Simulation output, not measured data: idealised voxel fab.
The document below concerns the process module designated voxel released beams.
This is section cut - it's 275 nm across, gridded in 5 nm square cells.
Cross-section format: a grid of square cells, given as bands from top to bottom; each band is one or more rows of cells. Read a band's entry like this: the first values are the height of its top and the height of its bottom in nm, and what follows is the sequence of materials from left to right, each with its width in nm. Note that "empty" is empty space, and that a single material marked "all across" reaches across the band from edge to edge. Height 0 is the level under which the wafer as received is all one material. The lowest band goes on downwards, as in "0..down". The notation "30..40" denotes a width that varies across the rows of cells in the band, beginning at the first number in the top row, finishing at the second number in the bottom row, and changing by an identical amount from each row to the next. "no alterations made", as given for a step, is the statement that not any cell of the cross-section underwent a change during that step. You'll see "Closed void list" listing empty spaces that have no way open to the top, as long as they're 8 cells or more; the notation is width x height at distance, where the distance is from the left edge, and all of it is in nm. Anything after a step's settings on that line? It's the simulator's own note about the step. You can add "overlay nm" to a step's line. For a step with a mask, it describes how far the mask lay to the right of its planned position, and a negative number describes a lay to the left.
Planned process steps
| 1 | RECEIVE, material Si |
| 2 | CONFORMAL_DEP, material SiN, thk nm 5 |
| 3 | DIRECTIONAL_DEP, material SiO2, thk nm 20 |
| 4 | MASKED_ETCH, tone open, mask id ANCHOR, width nm 35, etch materials SiO2, depth nm 20, overlay nm 0 |
| 5 | CONFORMAL_DEP, material TiN, thk nm 10 |
| 6 | MASKED_ETCH, tone cover, mask id BEAM, width nm 85, etch materials TiN, depth nm 10, overlay nm 0 |
| 7 | STRIP, etch materials SiO2 |
Step 1 complete: cross-section of the wafer as received
  0..down: Si all across
  Closed void list: none
The following cross-section depicts the wafer upon conclusion of the module. Processing commenced from the starting condition illustrated above and adhered to the plan illustrated above, save for one mistake in execution
  35..25: 90 empty, then 20 TiN, then 10 empty, then 55 TiN, then 100 empty
  25..15: 100 empty, then 10 TiN, then 10 empty, then 10 TiN, then 145 empty
  15..5: 100 empty, then 30 TiN, then 145 empty
  5..0: SiN all across
  0..down: Si all across
  Closed void list: none
Nonconformance to the process plan: step 4 was processed under conditions differing from the plan, specifically as MASKED_ETCH, tone open, mask id ANCHOR, width nm 30, etch materials SiO2, depth nm 20, overlay nm 0
